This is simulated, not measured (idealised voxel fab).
Documented hereafter: the process module known as voxel wiring stack.
Shown is cross-section cut, with a width of 180 nm and square cells of size 5 nm.
Notation: cross-section as square-cell grid; stated in bands, top first, going down; one or more cell rows per band.
What a band's entry tells you: where the top is and where the bottom is, as heights in nm, and after that what lies inside, material by material from left to right, each with its width in nm. Empty space is written as the word "empty", and a single material marked with the word "full width" occupies the band from edge to edge.
Heights are measured from 0, the level below which the as-received wafer is all one material; the lowest band has no bottom and continues downward, written as in "0 nm and below".
The two numbers in a width such as "30->40" mark its ends across the band: the first belongs to the top row of cells, the second to the bottom row, and from each row to the next the width moves by the same amount.
"same as before" means the step left every cell of the cross-section as it was.
Look at "Closed void catalog" for the closed voids: empty spaces with no open path to the top, sized 8 cells or up. Each is width x height at distance, distance from the left edge, all nm.
Note: text after step settings on the step line = simulator remark on that step.
On any step carrying a mask, the "overlay nm" setting, if present on the step's line, tells how far right of its planned place the mask lay; negative values point to the left.

### Listed below are the process steps as planned
step 1: RECEIVE: material Si
step 2: CONFORMAL_DEP: material SiO2, thk nm 10
step 3: DIRECTIONAL_DEP: material TiN, thk nm 5
step 4: DIRECTIONAL_DEP: material Ru, thk nm 20
step 5: PATTERN: tone cover, mask id METAL_1, material resist, width nm 30, pitch nm 45, thk nm 15, overlay nm 0
step 6: DIRECTIONAL_ETCH: etch materials Ru, depth nm 20
step 7: DIRECTIONAL_ETCH: etch materials TiN, depth nm 5
step 8: STRIP: etch materials resist
step 9: FILL_DEP: material lowk, thk nm 5
step 10: CMP: height nm 35
step 11: CONFORMAL_DEP: material SiCN, thk nm 5
step 12: DIRECTIONAL_DEP: material lowk, thk nm 15
step 13: MASKED_ETCH: tone open, mask id PLUG_1, width nm 15, pitch nm 45, etch materials lowk, depth nm 15, overlay nm 0
step 14: MASKED_ETCH: tone open, mask id PLUG_1, width nm 15, pitch nm 45, etch materials SiCN, depth nm 5, overlay nm 0
step 15: CONFORMAL_DEP: material TiN, thk nm 5
step 16: FILL_DEP: material Cu, thk nm 5
step 17: CMP: height nm 55
step 18: DIRECTIONAL_DEP: material TiN, thk nm 5
step 19: DIRECTIONAL_DEP: material W, thk nm 25
step 20: DIRECTIONAL_DEP: material aC, thk nm 15
step 21: PATTERN: tone cover, mask id METAL_2, material resist, width nm 30, pitch nm 45, thk nm 35, overlay nm 0
step 22: DIRECTIONAL_ETCH: etch materials aC, depth nm 15
step 23: STRIP: etch materials resist
step 24: DIRECTIONAL_ETCH: etch materials W, depth nm 25
step 25: DIRECTIONAL_ETCH: etch materials TiN, depth nm 5
step 26: STRIP: etch materials aC
step 27: CONFORMAL_DEP: material SiN, thk nm 5
step 28: FILL_DEP: material lowk, thk nm 10
step 29: CMP: height nm 85
step 30: CONFORMAL_DEP: material SiCN, thk nm 5
step 31: DIRECTIONAL_DEP: material lowk, thk nm 10
step 32: MASKED_ETCH: tone open, mask id PLUG_2, width nm 15, etch materials lowk, depth nm 10, overlay nm 0
step 33: MASKED_ETCH: tone open, mask id PLUG_2, width nm 15, etch materials SiCN, depth nm 5, overlay nm 0
step 34: EPI: material Ru, thk nm 10
step 35: EPI: material Ru, thk nm 5
step 36: DIRECTIONAL_DEP: material TiN, thk nm 5
step 37: DIRECTIONAL_DEP: material W, thk nm 25
step 38: MASKED_ETCH: tone cover, mask id METAL_3, width nm 30, pitch nm 45, etch materials W, depth nm 25, overlay nm 0
step 39: MASKED_ETCH: tone cover, mask id METAL_3, width nm 30, pitch nm 45, etch materials TiN, depth nm 5, overlay nm 0
step 40: FILL_DEP: material lowk, thk nm 5
step 41: CMP: height nm 130
step 42: CONFORMAL_DEP: material SiN, thk nm 5

### As-received state of the wafer in cross-section, equivalent to post-step 1
  0 nm and below | Si full width
  Closed void catalog: none

### First wafer of two, sectioned at end of module; run went per plan
  135 nm to 130 nm | SiN full width
  130 nm to 105 nm | lowk: 50  W: 30  lowk: 15  W: 30  lowk: 55
  105 nm to 100 nm | lowk: 50  TiN: 30  lowk: 15  TiN: 30  lowk: 55
  100 nm to 90 nm | lowk: 50  Ru: 15  lowk: 115
  90 nm to 85 nm | SiCN: 50  Ru: 15  SiCN: 115
  85 nm to 60 nm | lowk: 45  SiN: 5  W: 30  SiN: 5  lowk: 5  SiN: 5  W: 30  SiN: 5  lowk: 50
  60 nm to 55 nm | SiN: 50  TiN: 30  SiN: 15  TiN: 30  SiN: 55
  55 nm to 40 nm | lowk: 50  TiN: 5  Cu: 5  TiN: 5  lowk: 30  TiN: 5  Cu: 5  TiN: 5  lowk: 70
  40 nm to 35 nm | SiCN: 50  TiN: 15  SiCN: 30  TiN: 15  SiCN: 70
  35 nm to 15 nm | lowk: 50  Ru: 30  lowk: 15  Ru: 30  lowk: 55
  15 nm to 10 nm | lowk: 50  TiN: 30  lowk: 15  TiN: 30  lowk: 55
  10 nm to 0 nm | SiO2 full width
  0 nm and below | Si full width
  Closed void catalog: none

### Second wafer of the two, sectioned at the end of the module. It began like the first and followed the same plan, but one mistake was made while running it
  135 nm to 130 nm | SiN full width
  130 nm to 115 nm | lowk: 50  W: 30  lowk: 15  W: 30  lowk: 55
  115 nm to 110 nm | lowk: 50  TiN: 25  W: 5  lowk: 15  W: 30  lowk: 55
  110 nm to 105 nm | lowk: 40  Ru: 35  W: 5  lowk: 15  W: 30  lowk: 55
  105 nm to 100 nm | lowk: 40  Ru: 35  TiN: 5  lowk: 15  TiN: 30  lowk: 55
  100 nm to 90 nm | lowk: 50  Ru: 15  lowk: 115
  90 nm to 85 nm | SiCN: 50  Ru: 15  SiCN: 115
  85 nm to 60 nm | lowk: 45  SiN: 5  W: 30  SiN: 5  lowk: 5  SiN: 5  W: 30  SiN: 5  lowk: 50
  60 nm to 55 nm | SiN: 50  TiN: 30  SiN: 15  TiN: 30  SiN: 55
  55 nm to 40 nm | lowk: 50  TiN: 5  Cu: 5  TiN: 5  lowk: 30  TiN: 5  Cu: 5  TiN: 5  lowk: 70
  40 nm to 35 nm | SiCN: 50  TiN: 15  SiCN: 30  TiN: 15  SiCN: 70
  35 nm to 15 nm | lowk: 50  Ru: 30  lowk: 15  Ru: 30  lowk: 55
  15 nm to 10 nm | lowk: 50  TiN: 30  lowk: 15  TiN: 30  lowk: 55
  10 nm to 0 nm | SiO2 full width
  0 nm and below | Si full width
  Closed void catalog: none
What was the processing mistake? step 34 of the plan was twice carried out
Heads up, by the end the second wafer has more or fewer cells of some materials compared to the first: +14 Ru; -10 W; -4 lowk
